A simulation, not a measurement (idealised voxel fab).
Proc. module: voxel spacer lines
Shown is cross-section cut, with a width of 195 nm and square cells of size 5 nm.
Notation: cross-section as square-cell grid; stated in bands, top first, going down; one or more cell rows per band. Heads up on the band format: heights come first, top then bottom, in nm. After that it's the materials left to right, each with its width in nm. A single material flagged "everywhere" fills the whole band edge to edge, and "empty" means there's empty space there. Ref level 0: as-received wafer is one material below here. Bottom band extends down with no lower bound ("0..down"). So if you see something like "30 to 40" for the width, read it as the top row of the band sitting at the first number and the bottom row at the second, with every row in between moving by the same amount as the last. Where a step carries "nothing was modified", the cross-section came out of it unchanged, cell for cell. Empty spaces without an open route to the top, at least 8 cells in extent, make up the entry "Sealed void listing"; each is given as width x height at distance, where the distance is measured from the left edge, and all are in nm. Note: text after step settings on the step line = simulator remark on that step. overlay nm: on a step with a mask, how far right of its planned place the mask lay; negative means left.
# Steps in the process plan
1 RECEIVE: material Si
2 CONFORMAL_DEP: material SiO2, thk nm 10
3 DIRECTIONAL_DEP: material polySi, thk nm 10
4 DIRECTIONAL_DEP: material aC, thk nm 30
5 PATTERN: tone cover, mask id MANDREL, material resist, width nm 25, pitch nm 70, thk nm 35, overlay nm 0
6 DIRECTIONAL_ETCH: etch materials aC, depth nm 30
7 STRIP: etch materials resist
8 CONFORMAL_DEP: material SiN, thk nm 10
9 DIRECTIONAL_ETCH: etch materials SiN, depth nm 10
10 STRIP: etch materials aC
11 DIRECTIONAL_ETCH: etch materials polySi, depth nm 10
12 STRIP: etch materials SiN
# Incoming wafer, cross-sectional view, post step 1
  0..down  Si everywhere
  Sealed void listing: none
# Final cross-section, module run with one mistake (start and plan as above)
  10..0  empty 5 | polySi 10 | empty 25 | polySi 10 | empty 25 | polySi 10 | empty 25 | polySi 10 | empty 25 | polySi 10 | empty 25 | polySi 10 | empty 5
  0..down  Si everywhere
  Sealed void listing: none
Deviation from plan: step 2 in the plan did not get run; it was skipped
